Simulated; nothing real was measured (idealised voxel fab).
Name of the process module below: voxel self aligned contacts
FYI the section here is cut, 280 nm wide, cells are 5 nm squares.
A cross-section in this document is a grid of square cells, and it is written down as bands, the top band listed before the ones below it; a band is made up of one or more rows of cells. For a band, the entry starts with two heights in nm, that of the top and then that of the bottom, and carries on with the band's materials in order from left to right, each alongside its width in nm; the word "edge to edge" beside a single material means it fills the band edge to edge, and "blank" means empty space. The reference from which all heights are counted is 0, the level beneath which the as-received wafer is entirely one material; the lowest band, having no lower bound, proceeds downward and is written after the example "0..down". Quick explanation for "30->40": the width changes in equal steps down the rows of cells, from the first number in the band's top row to the second number in its bottom row. "stayed the same" for a step: no cell of the cross-section changed in that step. "Encapsulated voids" specifies each empty space that is not open to the top and that occupies no fewer than 8 cells, using the form width x height at distance, the distance measured from the left edge and all three quantities in nm. Text after the settings on a step's line: the simulator's own remark on that step. "overlay nm", when on a step's line for a step with a mask, measures how far to the right of its planned place the mask lay; a negative measure means to the left.
-- Planned step list for the process
1) RECEIVE [material Si]
2) CONFORMAL_DEP [material SiO2] [thk nm 5]
3) DIRECTIONAL_DEP [material polySi] [thk nm 20]
4) DIRECTIONAL_DEP [material SiN] [thk nm 20]
5) MASKED_ETCH [tone cover] [mask id GATE] [width nm 30] [pitch nm 65] [etch materials SiN] [depth nm 20] [overlay nm 0]
6) MASKED_ETCH [tone cover] [mask id GATE] [width nm 30] [pitch nm 65] [etch materials polySi] [depth nm 20] [overlay nm 0]
7) CONFORMAL_DEP [material SiN] [thk nm 10]
8) DIRECTIONAL_ETCH [etch materials SiN] [depth nm 10]
9) FILL_DEP [material SiO2] [thk nm 15]
10) CMP [height nm 50]
11) PATTERN [tone open] [mask id CONTACT] [material resist] [width nm 45] [pitch nm 65] [thk nm 15] [overlay nm 0]
12) DIRECTIONAL_ETCH [etch materials SiO2] [depth nm 50]
13) STRIP [etch materials resist]
14) CONFORMAL_DEP [material TiN] [thk nm 5]
15) FILL_DEP [material Ru] [thk nm 10]
16) CMP [height nm 50]
17) CONFORMAL_DEP [material SiN] [thk nm 5]
-- Cross-section of the wafer upon arrival, representing the state reached after step 1
	0..down  Si edge to edge
	Encapsulated voids: none
-- Result of the module, cross-sectioned: start per above, plan per above, one error in how it was run
	55..50  SiN edge to edge
	50..45  95 nm SiO2; 10 nm TiN; 5 nm Ru; 30 nm TiN; 20 nm SiO2; 10 nm TiN; 5 nm Ru; 30 nm TiN; 75 nm SiO2
	45..25  50 nm SiO2; 50 nm SiN; 5 nm TiN; 5 nm Ru; 5 nm TiN; 50 nm SiN; 5 nm TiN; 5 nm Ru; 5 nm TiN; 50 nm SiN; 50 nm SiO2
	25..5  50 nm SiO2; 10 nm SiN; 30 nm polySi; 10 nm SiN; 5 nm TiN; 5 nm Ru; 5 nm TiN; 10 nm SiN; 30 nm polySi; 10 nm SiN; 5 nm TiN; 5 nm Ru; 5 nm TiN; 10 nm SiN; 30 nm polySi; 10 nm SiN; 50 nm SiO2
	5..0  100 nm SiO2; 15 nm TiN; 50 nm SiO2; 15 nm TiN; 100 nm SiO2
	0..down  Si edge to edge
	Encapsulated voids: none
What was the processing mistake? contrary to plan, step 11 was performed as PATTERN [tone open] [mask id CONTACT] [material resist] [width nm 45] [pitch nm 65] [thk nm 15] [overlay nm 10]
